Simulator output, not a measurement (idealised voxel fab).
process module | voxel local oxidation
cross-section cut | 275 nm wide | cells 5 nm
A cross-section is a grid of square cells, given in bands from the top down. A band is one or more rows of cells.
Each band's line starts with the height of the band's top and of its bottom, in nm. Then come its materials from left to right, each with its width in nm. One material with "throughout" fills the band from edge to edge. "air" is empty space.
Height 0 is the level under which the wafer as received is all one material. The lowest band goes on downwards, as in "0 down".
A width such as "30 to 40" changes by the same amount from each row of cells to the next, from the band's top row to its bottom row.
"no change" after a step means that no cell of the cross-section changed.
closed voids: empty space of 8 cells or more with no open way to the top, each as width x height at its distance from the left edge, in nm
after a step's settings: what the simulator itself notes on the step
overlay nm, on a step with a mask: how far to the right of its planned place the mask lay; to the left if negative
plan
1 op RECEIVE | material Si
2 op OXIDIZE | depth nm 5
3 op CONFORMAL_DEP | material SiN | thk nm 15
4 op PATTERN | tone cover | mask id ACTIVE | material resist | width nm 115 | thk nm 20 | overlay nm 0
5 op DIRECTIONAL_ETCH | etch materials SiN | depth nm 15
6 op STRIP | etch materials resist
7 op SELECTIVE_ETCH | etch materials SiO2 | depth nm 5
8 op OXIDIZE | depth nm 10
9 op STRIP | etch materials SiN
first wafer, as planned
as received, after step 1
  0 down: Si throughout
  closed voids: none
after step 2
  0 to -5: SiO2 throughout
  below -5: unchanged
after step 3
  15 to 0: SiN throughout
  below 0: unchanged
after step 4
  35 to 15: air 80 | resist 115 | air 80
  below 15: unchanged
after step 5
  35 to 15: air 80 | resist 115 | air 80
  15 to 0: air 80 | SiN 115 | air 80
  below 0: unchanged
after step 6
  15 to 0: air 80 | SiN 115 | air 80
  below 0: unchanged
after step 7
  15 to 0: air 80 | SiN 115 | air 80
  0 to -5: air 85 | SiO2 105 | air 85
  below -5: unchanged
after step 8
  15 to 0: air 80 | SiN 115 | air 80
  0 to -5: air 85 | SiO2 105 | air 85
  -5 to -15: SiO2 95 | Si 85 | SiO2 95
  below -15: unchanged
after step 9
  0 to -5: air 85 | SiO2 105 | air 85
  below -5: unchanged
second wafer: like start, like plan, one mistake. Through step 1 it matches the first wafer
when step 2 should have ended
  0 to -15: SiO2 throughout
  below -15: unchanged
when step 3 should have ended
  15 to 0: SiN throughout
  below 0: unchanged
when step 4 should have ended
  35 to 15: air 80 | resist 115 | air 80
  below 15: unchanged
when step 5 should have ended
  35 to 15: air 80 | resist 115 | air 80
  15 to 0: air 80 | SiN 115 | air 80
  below 0: unchanged
when step 6 should have ended
  15 to 0: air 80 | SiN 115 | air 80
  below 0: unchanged
when step 7 should have ended
  15 to 0: air 80 | SiN 115 | air 80
  0 to -5: air 85 | SiO2 105 | air 85
  below -5: unchanged
when step 8 should have ended: no change
when step 9 should have ended
  0 to -5: air 85 | SiO2 105 | air 85
  below -5: unchanged
what went wrong: step 2 ran as: op OXIDIZE | depth nm 15
at the end the second wafer has, in cells: 34 fewer of Si | 34 more of SiO2
